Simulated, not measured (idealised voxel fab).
voxel air gaps: a process module
For reference, the cross-section in this document is cut, with width 205 nm and square cells of 5 nm.
Each cross-section below is a grid of square cells, stated as bands in top-down order, with one or more rows of cells making up each band.
The entry gives the band's vertical extent as a top height and a bottom height in nm, then its horizontal make-up as materials from left to right, each with a width in nm. "blank" stands for empty space; a single material marked "everywhere" fills the band edge to edge.
A quick word on heights: they are counted from 0, and under that level the wafer as it came to us is one material throughout. The lowest band is different from the rest in having no bottom; it simply continues downward, written as in "0 and below".
A width given as "30..40" starts at the first number in the band's top row and ends at the second number in its bottom row, shifting by an equal amount at every step from row to row.
"nothing altered" after a step means that no cell of the cross-section changed.
Look at "Completely sealed voids" for the closed voids: empty spaces with no open path to the top, sized 8 cells or up. Each is width x height at distance, distance from the left edge, all nm.
after a step's settings: what the simulator itself notes on the step
overlay nm, on a step with a mask: how far to the right of its planned place the mask lay; to the left if negative
### Set out below are the planned steps of the process
1. RECEIVE [material Si]
2. CONFORMAL_DEP [material SiO2] [thk nm 10]
3. CONFORMAL_DEP [material SiN] [thk nm 5]
4. DIRECTIONAL_DEP [material SiO2] [thk nm 40]
5. PATTERN [tone open] [mask id LINES] [material resist] [width nm 15] [pitch nm 40] [thk nm 20] [overlay nm 0]
6. DIRECTIONAL_ETCH [etch materials SiO2] [depth nm 40]
7. STRIP [etch materials resist]
8. CONFORMAL_DEP [material TiN] [thk nm 5]
9. FILL_DEP [material Cu] [thk nm 5]
10. CMP [height nm 55]
11. EPI [material Ru] [thk nm 10]
12. SELECTIVE_ETCH [etch materials SiO2] [depth nm 50]
13. CONFORMAL_DEP [material SiN] [thk nm 5]
### Wafer as received: cross-section following step 1
> 0 and below  Si everywhere
> Completely sealed voids: none
### End-of-module XS, first of two wafers, run as planned
> 70 down to 65  40 of blank, then 125 of SiN, then 40 of blank
> 65 down to 55  40 of blank, then 5 of SiN, then 35 of Ru, then 5 of SiN, then 35 of Ru, then 5 of SiN, then 35 of Ru, then 5 of SiN, then 40 of blank
> 55 down to 50  40 of blank, then 15 of SiN, then 5 of TiN, then 5 of Cu, then 5 of TiN, then 25 of SiN, then 5 of TiN, then 5 of Cu, then 5 of TiN, then 25 of SiN, then 5 of TiN, then 5 of Cu, then 5 of TiN, then 15 of SiN, then 40 of blank
> 50 down to 20  50 of blank, then 5 of SiN, then 5 of TiN, then 5 of Cu, then 5 of TiN, then 5 of SiN, then 15 of blank, then 5 of SiN, then 5 of TiN, then 5 of Cu, then 5 of TiN, then 5 of SiN, then 15 of blank, then 5 of SiN, then 5 of TiN, then 5 of Cu, then 5 of TiN, then 5 of SiN, then 50 of blank
> 20 down to 15  55 of SiN, then 15 of TiN, then 25 of SiN, then 15 of TiN, then 25 of SiN, then 15 of TiN, then 55 of SiN
> 15 down to 10  SiN everywhere
> 10 down to 0  SiO2 everywhere
> 0 and below  Si everywhere
> Completely sealed voids: 15 x 30 at 75; 15 x 30 at 115
### Now the second wafer, cross-sectioned at the end of the module. Nothing different at the start, nothing different in the plan compared with the first, just one mistake when it was actually run
> 70 down to 65  35 of blank, then 125 of SiN, then 45 of blank
> 65 down to 55  35 of blank, then 5 of SiN, then 35 of Ru, then 5 of SiN, then 35 of Ru, then 5 of SiN, then 35 of Ru, then 5 of SiN, then 45 of blank
> 55 down to 50  35 of blank, then 15 of SiN, then 5 of TiN, then 5 of Cu, then 5 of TiN, then 25 of SiN, then 5 of TiN, then 5 of Cu, then 5 of TiN, then 25 of SiN, then 5 of TiN, then 5 of Cu, then 5 of TiN, then 15 of SiN, then 45 of blank
> 50 down to 20  45 of blank, then 5 of SiN, then 5 of TiN, then 5 of Cu, then 5 of TiN, then 5 of SiN, then 15 of blank, then 5 of SiN, then 5 of TiN, then 5 of Cu, then 5 of TiN, then 5 of SiN, then 15 of blank, then 5 of SiN, then 5 of TiN, then 5 of Cu, then 5 of TiN, then 5 of SiN, then 55 of blank
> 20 down to 15  50 of SiN, then 15 of TiN, then 25 of SiN, then 15 of TiN, then 25 of SiN, then 15 of TiN, then 60 of SiN
> 15 down to 10  SiN everywhere
> 10 down to 0  SiO2 everywhere
> 0 and below  Si everywhere
> Completely sealed voids: 15 x 30 at 70; 15 x 30 at 110
The plan and the run diverged here: planned and actual differ for step 5; actual: PATTERN [tone open] [mask id LINES] [material resist] [width nm 15] [pitch nm 40] [thk nm 20] [overlay nm -5]
Final state: per-material cell counts identical on both wafers; locations differ.
